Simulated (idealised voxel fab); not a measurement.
You're looking at the process module voxel self aligned contacts.
This is section cut - it's 150 nm across, gridded in 5 nm square cells.
In what follows, cross-sections appear as grids of square cells, described through bands that run from the top down, where every band is one or more rows of cells.
This entry defines a band. It first specifies the height of the band's top and the height of its bottom in nm, and then specifies the band's materials from left to right, stating each material with its width in nm. The word "all across" identifies a single material that fills the band from edge to edge, while the word "air" identifies empty space.
Heights are reckoned from 0. Under this level, the received wafer is all of one material. The bottommost band is open-ended downward, for example "0 nm and below".
With a width like "30->40", each row of cells in the band differs from the next by the same amount, the top row carrying the first number and the bottom row the second.
The cross-section has no changed cell in any step marked "nothing was modified".
In the "Completely enclosed voids" entry, you get each enclosed empty space of 8 cells or more, one with no open way to the top, written width x height at distance, distance from the left edge, in nm.
Text after the settings on a step's line: the simulator's own remark on that step.
On any step carrying a mask, the "overlay nm" setting, if present on the step's line, tells how far right of its planned place the mask lay; negative values point to the left.

[Planned step list for the process]
step 1: RECEIVE: material Si
step 2: OXIDIZE: depth nm 5
step 3: DIRECTIONAL_DEP: material polySi, thk nm 20
step 4: DIRECTIONAL_DEP: material SiN, thk nm 20
step 5: MASKED_ETCH: tone cover, mask id GATE, width nm 35, pitch nm 80, etch materials SiN, depth nm 20, overlay nm 0
step 6: MASKED_ETCH: tone cover, mask id GATE, width nm 35, pitch nm 80, etch materials polySi, depth nm 20, overlay nm 0
step 7: CONFORMAL_DEP: material SiN, thk nm 10
step 8: DIRECTIONAL_ETCH: etch materials SiN, depth nm 10
step 9: FILL_DEP: material SiO2, thk nm 10
step 10: CMP: height nm 45
step 11: DIRECTIONAL_DEP: material aC, thk nm 10
step 12: PATTERN: tone open, mask id CONTACT, material resist, width nm 65, thk nm 30, overlay nm 0
step 13: DIRECTIONAL_ETCH: etch materials aC, depth nm 10
step 14: STRIP: etch materials resist
step 15: DIRECTIONAL_ETCH: etch materials SiO2, depth nm 50
step 16: STRIP: etch materials aC
step 17: CONFORMAL_DEP: material TiN, thk nm 5
step 18: FILL_DEP: material W, thk nm 10
step 19: CMP: height nm 45
step 20: CONFORMAL_DEP: material SiN, thk nm 5

[Here's what the wafer looked like in cross-section when it arrived - that's after step 1]
- 0 nm and below  Si all across
- Completely enclosed voids: none

[Final wafer profile in cross-section after the module, from the same start and plan as above, with one mistake made during processing]
- 50 nm to 45 nm  SiN all across
- 45 nm to 40 nm  SiO2 40 nm  TiN 25 nm  W 15 nm  TiN 25 nm  SiO2 45 nm
- 40 nm to 20 nm  SiO2 5 nm  SiN 55 nm  TiN 5 nm  W 15 nm  TiN 5 nm  SiN 55 nm  SiO2 10 nm
- 20 nm to 15 nm  SiO2 5 nm  SiN 10 nm  polySi 35 nm  SiN 10 nm  TiN 5 nm  W 15 nm  TiN 5 nm  SiN 10 nm  polySi 35 nm  SiN 10 nm  SiO2 10 nm
- 15 nm to 10 nm  SiO2 5 nm  SiN 10 nm  polySi 35 nm  SiN 10 nm  TiN 25 nm  SiN 10 nm  polySi 35 nm  SiN 10 nm  SiO2 10 nm
- 10 nm to 0 nm  SiN 15 nm  polySi 35 nm  SiN 45 nm  polySi 35 nm  SiN 20 nm
- 0 nm to -5 nm  SiO2 all across
- -5 nm and below  Si all across
- Completely enclosed voids: none
Short version of what went wrong: the run placed steps 7 and 8 each in the position the plan gave to the other
